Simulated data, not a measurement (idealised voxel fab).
process module | voxel wiring stack
cross-section cut | 180 nm wide | cells 5 nm
A cross-section is a grid of square cells, given in bands from the top down. A band is one or more rows of cells.
Each band's line starts with the height of the band's top and of its bottom, in nm. Then come its materials from left to right, each with its width in nm. One material with "throughout" fills the band from edge to edge. "air" is empty space.
Height 0 is the level under which the wafer as received is all one material. The lowest band goes on downwards, as in "0 down".
A width such as "30 to 40" changes by the same amount from each row of cells to the next, from the band's top row to its bottom row.
"no change" after a step means that no cell of the cross-section changed.
closed voids: empty space of 8 cells or more with no open way to the top, each as width x height at its distance from the left edge, in nm
after a step's settings: what the simulator itself notes on the step
overlay nm, on a step with a mask: how far to the right of its planned place the mask lay; to the left if negative
plan
1 op RECEIVE | material Si
2 op CONFORMAL_DEP | material SiO2 | thk nm 10
3 op DIRECTIONAL_DEP | material TiN | thk nm 5
4 op DIRECTIONAL_DEP | material W | thk nm 15
5 op DIRECTIONAL_DEP | material aC | thk nm 15
6 op PATTERN | tone cover | mask id METAL_1 | material resist | width nm 20 | pitch nm 45 | thk nm 30 | overlay nm 0
7 op DIRECTIONAL_ETCH | etch materials aC | depth nm 15
8 op STRIP | etch materials resist
9 op DIRECTIONAL_ETCH | etch materials W | depth nm 15
10 op DIRECTIONAL_ETCH | etch materials TiN | depth nm 5
11 op STRIP | etch materials aC
12 op FILL_DEP | material SiO2 | thk nm 10
13 op CMP | height nm 30
14 op CONFORMAL_DEP | material SiCN | thk nm 5
15 op DIRECTIONAL_DEP | material lowk | thk nm 35
16 op DIRECTIONAL_DEP | material aC | thk nm 15
17 op PATTERN | tone open | mask id METAL_2_HOLES | material resist | width nm 15 | thk nm 35 | overlay nm 0
18 op DIRECTIONAL_ETCH | etch materials aC | depth nm 15
19 op STRIP | etch materials resist
20 op DIRECTIONAL_ETCH | etch materials lowk | depth nm 35
21 op STRIP | etch materials aC
22 op DIRECTIONAL_DEP | material aC | thk nm 15
23 op PATTERN | tone open | mask id METAL_2 | material resist | width nm 20 | pitch nm 45 | thk nm 30 | overlay nm 0
24 op DIRECTIONAL_ETCH | etch materials aC | depth nm 15
25 op STRIP | etch materials resist
26 op DIRECTIONAL_ETCH | etch materials lowk | depth nm 20
27 op DIRECTIONAL_ETCH | etch materials SiCN | depth nm 5
28 op STRIP | etch materials aC
29 op CONFORMAL_DEP | material TiN | thk nm 5
30 op FILL_DEP | material Cu | thk nm 5
31 op CMP | height nm 70
32 op CONFORMAL_DEP | material SiN | thk nm 5
as received, after step 1
  0 down: Si throughout
  closed voids: none
first wafer at the end, as planned
  75 to 70: SiN throughout
  70 to 55: lowk 55 | TiN 5 | Cu 10 | TiN 5 | lowk 25 | TiN 5 | Cu 10 | TiN 5 | lowk 60
  55 to 50: lowk 55 | TiN 5 | Cu 5 | TiN 10 | lowk 25 | TiN 20 | lowk 60
  50 to 35: lowk 55 | TiN 5 | Cu 5 | TiN 5 | lowk 110
  35 to 30: SiCN 55 | TiN 15 | SiCN 110
  30 to 15: SiO2 55 | W 20 | SiO2 25 | W 20 | SiO2 60
  15 to 10: SiO2 55 | TiN 20 | SiO2 25 | TiN 20 | SiO2 60
  10 to 0: SiO2 throughout
  0 down: Si throughout
  closed voids: none
second wafer at the end: like start, like plan, one mistake
  75 to 70: SiN throughout
  70 to 65: Cu throughout
  65 to 60: TiN 60 | Cu 10 | TiN 35 | Cu 10 | TiN 65
  60 to 45: lowk 55 | TiN 5 | Cu 10 | TiN 5 | lowk 25 | TiN 5 | Cu 10 | TiN 5 | lowk 60
  45 to 40: lowk 55 | TiN 5 | Cu 5 | TiN 10 | lowk 25 | TiN 20 | lowk 60
  40 to 35: lowk 55 | TiN 5 | Cu 5 | TiN 5 | lowk 110
  35 to 30: SiCN 55 | TiN 15 | SiCN 110
  30 to 15: SiO2 55 | W 20 | SiO2 25 | W 20 | SiO2 60
  15 to 10: SiO2 55 | TiN 20 | SiO2 25 | TiN 20 | SiO2 60
  10 to 0: SiO2 throughout
  0 down: Si throughout
  closed voids: none
what went wrong: step 15 ran as: op DIRECTIONAL_DEP | material lowk | thk nm 25
at the end the second wafer has, in cells: 38 more of Cu | 28 more of TiN | 66 fewer of lowk
